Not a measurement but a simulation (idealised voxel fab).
process module | voxel ribs on slabs
cross-section cut | 260 nm wide | cells 5 nm
A cross-section is a grid of square cells, given in bands from the top down. A band is one or more rows of cells.
Each band's line starts with the height of the band's top and of its bottom, in nm. Then come its materials from left to right, each with its width in nm. One material with "throughout" fills the band from edge to edge. "air" is empty space.
Height 0 is the level under which the wafer as received is all one material. The lowest band goes on downwards, as in "0 down".
A width such as "30 to 40" changes by the same amount from each row of cells to the next, from the band's top row to its bottom row.
"no change" after a step means that no cell of the cross-section changed.
closed voids: empty space of 8 cells or more with no open way to the top, each as width x height at its distance from the left edge, in nm
after a step's settings: what the simulator itself notes on the step
overlay nm, on a step with a mask: how far to the right of its planned place the mask lay; to the left if negative
plan
1 op RECEIVE | material Si
2 op DIRECTIONAL_DEP | material SiO2 | thk nm 20
3 op DIRECTIONAL_DEP | material SiN | thk nm 15
4 op DIRECTIONAL_DEP | material aC | thk nm 10
5 op PATTERN | tone cover | mask id RIB | material resist | width nm 20 | thk nm 25 | overlay nm 0
6 op DIRECTIONAL_ETCH | etch materials aC | depth nm 10
7 op STRIP | etch materials resist
8 op DIRECTIONAL_ETCH | etch materials SiN | depth nm 10
9 op STRIP | etch materials aC
10 op MASKED_ETCH | tone cover | mask id SLAB | width nm 70 | etch materials SiN | depth nm 5 | overlay nm 0
11 op FILL_DEP | material SiO2 | thk nm 20
12 op CMP | height nm 45
13 op DIRECTIONAL_DEP | material TiN | thk nm 10
14 op PATTERN | tone cover | mask id HEATER | material resist | width nm 30 | thk nm 15 | overlay nm 0
15 op DIRECTIONAL_ETCH | etch materials TiN | depth nm 10
16 op STRIP | etch materials resist
17 op CONFORMAL_DEP | material SiO2 | thk nm 10
as received, after step 1
  0 down: Si throughout
  closed voids: none
a wafer at the end: this start, this plan, one mistake
  10 to 0: SiO2 throughout
  0 down: Si throughout
  closed voids: none
what went wrong: step 16 ran as: op STRIP | etch materials SiO2
